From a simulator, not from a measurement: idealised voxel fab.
This is a process module. Its name is voxel trench capacitor.
Cross-section cut: width 240 nm, square cells of 5 nm.
If you're reading a cross-section in this doc, picture square cells in a grid; it comes to you as bands, top ones listed first down to the bottom, and a band can be one or more rows of cells. Each band's line starts with the height of the band's top and of its bottom, in nm. Then come its materials from left to right, each with its width in nm. One material with "all across" fills the band from edge to edge. "air" is empty space. Heights are measured from 0, the level below which the as-received wafer is all one material; the lowest band has no bottom and continues downward, written as in "0 nm and below". Width "30..40": first value at the band's top row of cells, second value at its bottom row, equal change from row to row. Step marked "nothing different"? Then no cell in the cross-section changed in it. Reported under the label "Trapped cavities" are the empty spaces having no open way to the top and comprising 8 cells or more; the notation for each is width x height at distance, in which the distance is measured from the left edge and all three values are in nm. Where a step's line continues beyond its settings, the continuation is a remark by the simulator itself on that step. When a step includes a mask, the "overlay nm" setting on its line states how far to the right of its planned place that mask lay, and negative values state how far to the left.

**The process steps that were planned are listed below**
1. RECEIVE with material Si
2. CONFORMAL_DEP with material SiN, thk nm 5
3. PATTERN with tone open, mask id TRENCH, material resist, width nm 25, pitch nm 40, thk nm 15, overlay nm 0
4. DIRECTIONAL_ETCH with etch materials SiN, depth nm 5
5. DIRECTIONAL_ETCH with etch materials Si, depth nm 40
6. STRIP with etch materials resist
7. CONFORMAL_DEP with material Al2O3, thk nm 5
8. CONFORMAL_DEP with material TiN, thk nm 5
9. FILL_DEP with material W, thk nm 5
10. CMP with height nm 5

**As-received wafer cross-section (after step 1)**
  0 nm and below | Si all across
  Trapped cavities: none

**The plan above was carried out on the starting structure above with one mistake, and this cross-section shows the wafer at the end of the module**
  5 nm to 0 nm | 45 nm SiN | 5 nm TiN | 15 nm W | 5 nm TiN | 15 nm SiN | 5 nm TiN | 15 nm W | 5 nm TiN | 15 nm SiN | 5 nm TiN | 15 nm W | 5 nm TiN | 15 nm SiN | 5 nm TiN | 15 nm W | 5 nm TiN | 50 nm SiN
  0 nm to -35 nm | 45 nm Si | 5 nm TiN | 15 nm W | 5 nm TiN | 15 nm Si | 5 nm TiN | 15 nm W | 5 nm TiN | 15 nm Si | 5 nm TiN | 15 nm W | 5 nm TiN | 15 nm Si | 5 nm TiN | 15 nm W | 5 nm TiN | 50 nm Si
  -35 nm to -40 nm | 45 nm Si | 25 nm TiN | 15 nm Si | 25 nm TiN | 15 nm Si | 25 nm TiN | 15 nm Si | 25 nm TiN | 50 nm Si
  -40 nm and below | Si all across
  Trapped cavities: none
Plan not followed: the run left out plan step 7 entirely, so it was never executed
